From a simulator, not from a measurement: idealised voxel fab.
process module | voxel double patterning
The cross-section shown here is cut; it is 260 nm wide and divided into square cells measuring 5 nm on a side.
A cross-section is a grid of square cells, given in bands from the top down. A band is one or more rows of cells.
Quick guide to a band line: top height, bottom height (nm) up front; then every material left to right with its width in nm. Only one material and it's marked "edge to edge"? Then it fills the band edge to edge. And "air" just means empty space.
Ref level 0: as-received wafer is one material below here. Bottom band extends down with no lower bound ("0 down").
Top row gets the first number, bottom row gets the second, and each row in between changes by the same step: that is how a band width like "30->40" works.
Step marked "remains unaltered"? Then no cell in the cross-section changed in it.
The entry "Fully sealed voids" lists the empty spaces that cover at least 8 cells and have no open path to the top. Each is written as width x height at distance, where the distance is measured from the left edge and all three values are in nm.
Text after the settings on a step's line: the simulator's own remark on that step.
overlay nm: mask right of planned place by this much (step with mask). Neg. = left.

List of planned process steps:
1 RECEIVE (material Si)
2 CONFORMAL_DEP (material SiN; thk nm 5)
3 DIRECTIONAL_DEP (material SiO2; thk nm 15)
4 DIRECTIONAL_DEP (material SiCN; thk nm 10)
5 MASKED_ETCH (tone open; mask id FIRST; width nm 15; pitch nm 50; etch materials SiCN; depth nm 5; overlay nm 0)
6 DIRECTIONAL_DEP (material aC; thk nm 15)
7 PATTERN (tone open; mask id SECOND; material resist; width nm 15; pitch nm 50; thk nm 35; overlay nm 0)
8 DIRECTIONAL_ETCH (etch materials aC; depth nm 15)
9 STRIP (etch materials resist)
10 DIRECTIONAL_ETCH (etch materials SiCN; depth nm 10)
11 STRIP (etch materials aC)
12 DIRECTIONAL_ETCH (etch materials SiO2; depth nm 15)
13 STRIP (etch materials SiCN)
It is noted that the wafers described herein are identical at the outset and are distinguished by the depth nm of step 5; the value stated in the plan corresponds to the first wafer.

Sectional view: first of several wafers, as received, after step 1:
* 0 down: Si edge to edge
* Fully sealed voids: none

Once step 13, the last step, is complete, the module is at its end; this is the cross-section of the first of several wafers:
* 20 to 5: 95 of SiO2, then 15 of air, then 35 of SiO2, then 15 of air, then 100 of SiO2
* 5 to 0: SiN edge to edge
* 0 down: Si edge to edge
* Fully sealed voids: none

Here's the last wafer cross-sectioned at the end of the module:
* 20 to 5: 70 of SiO2, then 15 of air, then 10 of SiO2, then 15 of air, then 10 of SiO2, then 15 of air, then 10 of SiO2, then 15 of air, then 10 of SiO2, then 15 of air, then 75 of SiO2
* 5 to 0: SiN edge to edge
* 0 down: Si edge to edge
* Fully sealed voids: none

Table: wafers, a row each; end-of-module cell change per material since receipt, gain (+), loss (-); then closed voids:
depth nm 5; +52 SiN; +138 SiO2; Fully sealed voids: none
depth nm 10; +52 SiN; +111 SiO2; Fully sealed voids: none
depth nm 15; +52 SiN; +111 SiO2; Fully sealed voids: none
depth nm 20; +52 SiN; +111 SiO2; Fully sealed voids: none
depth nm 25; +52 SiN; +111 SiO2; Fully sealed voids: none
